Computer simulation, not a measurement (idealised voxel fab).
process module | voxel wiring stack
cross-section cut | 160 nm wide | cells 5 nm
A cross-section is a grid of square cells, given in bands from the top down. A band is one or more rows of cells.
Each band's line starts with the height of the band's top and of its bottom, in nm. Then come its materials from left to right, each with its width in nm. One material with "throughout" fills the band from edge to edge. "air" is empty space.
Height 0 is the level under which the wafer as received is all one material. The lowest band goes on downwards, as in "0 down".
A width such as "30 to 40" changes by the same amount from each row of cells to the next, from the band's top row to its bottom row.
"no change" after a step means that no cell of the cross-section changed.
closed voids: empty space of 8 cells or more with no open way to the top, each as width x height at its distance from the left edge, in nm
after a step's settings: what the simulator itself notes on the step
overlay nm, on a step with a mask: how far to the right of its planned place the mask lay; to the left if negative
plan
1 op RECEIVE | material Si
2 op CONFORMAL_DEP | material SiO2 | thk nm 15
3 op DIRECTIONAL_DEP | material TiN | thk nm 5
4 op DIRECTIONAL_DEP | material Ru | thk nm 20
5 op DIRECTIONAL_DEP | material aC | thk nm 15
6 op PATTERN | tone cover | mask id METAL_1 | material resist | width nm 20 | pitch nm 35 | thk nm 35 | overlay nm 0
7 op DIRECTIONAL_ETCH | etch materials aC | depth nm 15
8 op STRIP | etch materials resist
9 op DIRECTIONAL_ETCH | etch materials Ru | depth nm 20
10 op DIRECTIONAL_ETCH | etch materials TiN | depth nm 5
11 op STRIP | etch materials aC
12 op CONFORMAL_DEP | material SiCN | thk nm 5
13 op FILL_DEP | material SiO2 | thk nm 10
14 op CMP | height nm 40
15 op CONFORMAL_DEP | material SiCN | thk nm 5
16 op DIRECTIONAL_DEP | material lowk | thk nm 30
17 op MASKED_ETCH | tone open | mask id METAL_2 | width nm 20 | pitch nm 35 | etch materials lowk | depth nm 20 | overlay nm 0
18 op DIRECTIONAL_DEP | material aC | thk nm 10
19 op PATTERN | tone open | mask id METAL_2_HOLES | material resist | width nm 15 | pitch nm 70 | thk nm 30 | overlay nm 0
20 op DIRECTIONAL_ETCH | etch materials aC | depth nm 10
21 op STRIP | etch materials resist
22 op DIRECTIONAL_ETCH | etch materials lowk | depth nm 10
23 op DIRECTIONAL_ETCH | etch materials SiCN | depth nm 5
24 op STRIP | etch materials aC
25 op CONFORMAL_DEP | material TiN | thk nm 5
26 op FILL_DEP | material Cu | thk nm 10
27 op CMP | height nm 75
28 op CONFORMAL_DEP | material SiN | thk nm 5
as received, after step 1
  0 down: Si throughout
  closed voids: none
first wafer at the end, as planned
  80 to 75: SiN throughout
  75 to 60: lowk 15 | TiN 5 | Cu 10 | TiN 5 | lowk 15 | TiN 5 | Cu 10 | TiN 5 | lowk 15 | TiN 5 | Cu 10 | TiN 5 | lowk 15 | TiN 5 | Cu 10 | TiN 5 | lowk 20
  60 to 55: lowk 15 | TiN 5 | Cu 5 | TiN 10 | lowk 15 | TiN 20 | lowk 15 | TiN 5 | Cu 5 | TiN 10 | lowk 15 | TiN 20 | lowk 20
  55 to 45: lowk 15 | TiN 5 | Cu 5 | TiN 5 | lowk 55 | TiN 5 | Cu 5 | TiN 5 | lowk 60
  45 to 40: SiCN 15 | TiN 15 | SiCN 55 | TiN 15 | SiCN 60
  40 to 20: SiO2 10 | SiCN 5 | Ru 20 | SiCN 5 | SiO2 5 | SiCN 5 | Ru 20 | SiCN 5 | SiO2 5 | SiCN 5 | Ru 20 | SiCN 5 | SiO2 5 | SiCN 5 | Ru 20 | SiCN 5 | SiO2 15
  20 to 15: SiCN 15 | TiN 20 | SiCN 15 | TiN 20 | SiCN 15 | TiN 20 | SiCN 15 | TiN 20 | SiCN 20
  15 to 0: SiO2 throughout
  0 down: Si throughout
  closed voids: none
second wafer at the end: like start, like plan, one mistake
  80 to 75: SiN throughout
  75 to 60: lowk 15 | TiN 5 | Cu 10 | TiN 5 | lowk 15 | TiN 5 | Cu 10 | TiN 5 | lowk 15 | TiN 5 | Cu 10 | TiN 5 | lowk 15 | TiN 5 | Cu 10 | TiN 5 | lowk 20
  60 to 55: lowk 15 | TiN 5 | Cu 5 | TiN 10 | lowk 15 | TiN 20 | lowk 15 | TiN 5 | Cu 5 | TiN 10 | lowk 15 | TiN 20 | lowk 20
  55 to 45: lowk 15 | TiN 5 | Cu 5 | TiN 5 | lowk 55 | TiN 5 | Cu 5 | TiN 5 | lowk 60
  45 to 40: SiCN 15 | TiN 15 | SiCN 55 | TiN 15 | SiCN 60
  40 to 20: SiO2 15 | SiCN 5 | Ru 15 | SiCN 5 | SiO2 10 | SiCN 5 | Ru 15 | SiCN 5 | SiO2 10 | SiCN 5 | Ru 15 | SiCN 5 | SiO2 10 | SiCN 5 | Ru 15 | SiCN 5 | SiO2 15
  20 to 15: SiCN 20 | TiN 15 | SiCN 20 | TiN 15 | SiCN 20 | TiN 15 | SiCN 20 | TiN 15 | SiCN 20
  15 to 0: SiO2 throughout
  0 down: Si throughout
  closed voids: none
what went wrong: step 6 ran as: op PATTERN | tone cover | mask id METAL_1 | material resist | width nm 15 | pitch nm 35 | thk nm 35 | overlay nm 0
at the end the second wafer has, in cells: 16 fewer of Ru | 4 more of SiCN | 16 more of SiO2 | 4 fewer of TiN
